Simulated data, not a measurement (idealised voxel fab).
process module | voxel self aligned vias
cross-section cut | 300 nm wide | cells 5 nm
A cross-section is a grid of square cells, given in bands from the top down. A band is one or more rows of cells.
Each band's line starts with the height of the band's top and of its bottom, in nm. Then come its materials from left to right, each with its width in nm. One material with "throughout" fills the band from edge to edge. "air" is empty space.
Height 0 is the level under which the wafer as received is all one material. The lowest band goes on downwards, as in "0 down".
A width such as "30 to 40" changes by the same amount from each row of cells to the next, from the band's top row to its bottom row.
"no change" after a step means that no cell of the cross-section changed.
closed voids: empty space of 8 cells or more with no open way to the top, each as width x height at its distance from the left edge, in nm
after a step's settings: what the simulator itself notes on the step
overlay nm, on a step with a mask: how far to the right of its planned place the mask lay; to the left if negative
plan
1 op RECEIVE | material Si
2 op CONFORMAL_DEP | material SiO2 | thk nm 10
3 op CONFORMAL_DEP | material SiCN | thk nm 5
4 op DIRECTIONAL_DEP | material SiO2 | thk nm 25
5 op DIRECTIONAL_DEP | material aC | thk nm 15
6 op PATTERN | tone open | mask id LINES | material resist | width nm 30 | pitch nm 60 | thk nm 30 | overlay nm 0
7 op DIRECTIONAL_ETCH | etch materials aC | depth nm 15
8 op STRIP | etch materials resist
9 op DIRECTIONAL_ETCH | etch materials SiO2 | depth nm 25
10 op STRIP | etch materials aC
11 op CONFORMAL_DEP | material TiN | thk nm 5
12 op FILL_DEP | material W | thk nm 5
13 op CMP | height nm 40
14 op SELECTIVE_ETCH | etch materials W Ru TiN | depth nm 10
15 op FILL_DEP | material SiN | thk nm 10
16 op CMP | height nm 40
17 op DIRECTIONAL_DEP | material SiO2 | thk nm 20
18 op MASKED_ETCH | tone open | mask id VIAS | width nm 40 | pitch nm 120 | etch materials SiO2 | depth nm 20 | overlay nm 0
19 op MASKED_ETCH | tone open | mask id VIAS | width nm 40 | pitch nm 120 | etch materials SiN | depth nm 10 | overlay nm 0
20 op CONFORMAL_DEP | material TiN | thk nm 5
21 op FILL_DEP | material W | thk nm 5
22 op CMP | height nm 60
23 op CONFORMAL_DEP | material SiN | thk nm 5
as received, after step 1
  0 down: Si throughout
  closed voids: none
first wafer at the end, as planned
  65 to 60: SiN throughout
  60 to 45: SiO2 70 | TiN 5 | W 30 | TiN 5 | SiO2 80 | TiN 5 | W 30 | TiN 5 | SiO2 70
  45 to 40: SiO2 70 | TiN 10 | W 20 | TiN 10 | SiO2 80 | TiN 10 | W 20 | TiN 10 | SiO2 70
  40 to 35: SiO2 75 | TiN 5 | W 20 | TiN 5 | SiO2 30 | SiN 30 | SiO2 30 | TiN 5 | W 20 | TiN 5 | SiO2 75
  35 to 30: SiO2 75 | TiN 30 | SiO2 30 | SiN 30 | SiO2 30 | TiN 30 | SiO2 75
  30 to 20: SiO2 75 | TiN 5 | W 20 | TiN 5 | SiO2 30 | TiN 5 | W 20 | TiN 5 | SiO2 30 | TiN 5 | W 20 | TiN 5 | SiO2 75
  20 to 15: SiO2 75 | TiN 30 | SiO2 30 | TiN 30 | SiO2 30 | TiN 30 | SiO2 75
  15 to 10: SiCN throughout
  10 to 0: SiO2 throughout
  0 down: Si throughout
  closed voids: none
second wafer at the end: like start, like plan, one mistake
  65 to 60: SiN throughout
  60 to 40: SiO2 70 | TiN 5 | W 30 | TiN 5 | SiO2 80 | TiN 5 | W 30 | TiN 5 | SiO2 70
  40 to 35: SiO2 70 | TiN 5 | W 30 | TiN 5 | SiO2 25 | SiN 30 | SiO2 25 | TiN 5 | W 30 | TiN 5 | SiO2 70
  35 to 30: SiO2 70 | TiN 40 | SiO2 25 | SiN 30 | SiO2 25 | TiN 40 | SiO2 70
  30 to 20: SiO2 70 | TiN 10 | W 20 | TiN 10 | SiO2 25 | TiN 5 | W 20 | TiN 5 | SiO2 25 | TiN 10 | W 20 | TiN 10 | SiO2 70
  20 to 15: SiO2 75 | TiN 30 | SiO2 30 | TiN 30 | SiO2 30 | TiN 30 | SiO2 75
  15 to 10: SiCN throughout
  10 to 0: SiO2 throughout
  0 down: Si throughout
  closed voids: none
what went wrong: step 18 was run twice
at the end the second wafer has, in cells: 16 fewer of SiO2 | 8 more of TiN | 8 more of W
